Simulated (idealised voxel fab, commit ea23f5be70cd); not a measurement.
process module | voxel fin reveal
We display cut, a cross-section 285 nm in width whose square cells are each 5 nm.
Square cells in a grid make up a cross-section in this document, and the grid is given as bands, listed from the top down, each one or more rows of cells.
First you get the band's top height and its bottom height, in nm, and then the materials it's made of, left to right, with each width in nm. If you see a single material with "throughout", that one covers the band edge to edge. "empty" is empty space.
Height reference: 0 = level under which incoming wafer is all one material. Lowest band: no bottom, runs on downward, e.g. "top 0, no bottom".
You'd read "30..40" like this: the band's top row of cells is as wide as the first number, its bottom row is as wide as the second, and going down, every row changes width by the same amount as the row before did.
"no change" after a step means that no cell of the cross-section changed.
Entry "closed voids". Content: empty spaces with no open connection to the top, size 8 cells or greater. Each: width x height at distance. Distance: from left edge. Unit: nm.
Post-settings text on a step line: simulator's own remark regarding the step.
The line of a step may include "overlay nm". On a step with a mask, this value is how far to the right of its planned place the mask lay. A negative value means the mask lay to the left.
Process steps - plan:
1 RECEIVE,material Si
2 CONFORMAL_DEP,material SiN,thk nm 10
3 DIRECTIONAL_DEP,material aC,thk nm 15
4 PATTERN,tone cover,mask id FINS,material resist,width nm 15,pitch nm 45,thk nm 35,overlay nm -15
5 DIRECTIONAL_ETCH,etch materials aC,depth nm 15
6 STRIP,etch materials resist
7 DIRECTIONAL_ETCH,etch materials SiN,depth nm 10
8 DIRECTIONAL_ETCH,etch materials Si,depth nm 35
9 STRIP,etch materials aC
10 FILL_DEP,material SiO2,thk nm 10
11 CMP,height nm 10
12 SELECTIVE_ETCH,etch materials SiO2,depth nm 35
13 STRIP,etch materials SiN
14 CONFORMAL_DEP,material HfO2,thk nm 5
Heads up: all these wafers start the same, and what changes between them is the overlay nm in step 4. The value you see in the plan is just what the first wafer got.
Step 1 complete: as-received cross-section of the first of several wafers:
	top 0, no bottom = Si throughout
	closed voids: none
At the end of the module, after its last step, step 14, the first of several wafers appears in cross-section as follows:
	top 5, bottom 0 = 70 empty; 25 HfO2; 20 empty; 25 HfO2; 20 empty; 25 HfO2; 100 empty
	top 0, bottom -20 = 70 empty; 5 HfO2; 15 Si; 5 HfO2; 20 empty; 5 HfO2; 15 Si; 5 HfO2; 20 empty; 5 HfO2; 15 Si; 5 HfO2; 100 empty
	top -20, bottom -25 = 75 HfO2; 15 Si; 30 HfO2; 15 Si; 30 HfO2; 15 Si; 105 HfO2
	top -25, bottom -35 = 75 SiO2; 15 Si; 30 SiO2; 15 Si; 30 SiO2; 15 Si; 105 SiO2
	top -35, no bottom = Si throughout
	closed voids: none
A cross-section through the last wafer at the close of the module:
	top 5, bottom 0 = 100 empty; 25 HfO2; 20 empty; 25 HfO2; 20 empty; 25 HfO2; 70 empty
	top 0, bottom -20 = 100 empty; 5 HfO2; 15 Si; 5 HfO2; 20 empty; 5 HfO2; 15 Si; 5 HfO2; 20 empty; 5 HfO2; 15 Si; 5 HfO2; 70 empty
	top -20, bottom -25 = 105 HfO2; 15 Si; 30 HfO2; 15 Si; 30 HfO2; 15 Si; 75 HfO2
	top -25, bottom -35 = 105 SiO2; 15 Si; 30 SiO2; 15 Si; 30 SiO2; 15 Si; 75 SiO2
	top -35, no bottom = Si throughout
	closed voids: none
For your reference, the table is organized with a row per wafer; each row reflects the wafer at the end of the module, indicating for each material the cells gained (+) or lost (-) since receipt, and thereafter its closed voids:
overlay nm -15; +87 HfO2; -336 Si; +96 SiO2; closed voids: none
overlay nm -10; +87 HfO2; -336 Si; +96 SiO2; closed voids: none
overlay nm -5; +87 HfO2; -336 Si; +96 SiO2; closed voids: none
overlay nm 0; +87 HfO2; -336 Si; +96 SiO2; closed voids: none
overlay nm 5; +87 HfO2; -336 Si; +96 SiO2; closed voids: none
overlay nm 10; +87 HfO2; -336 Si; +96 SiO2; closed voids: none
overlay nm 15; +87 HfO2; -336 Si; +96 SiO2; closed voids: none
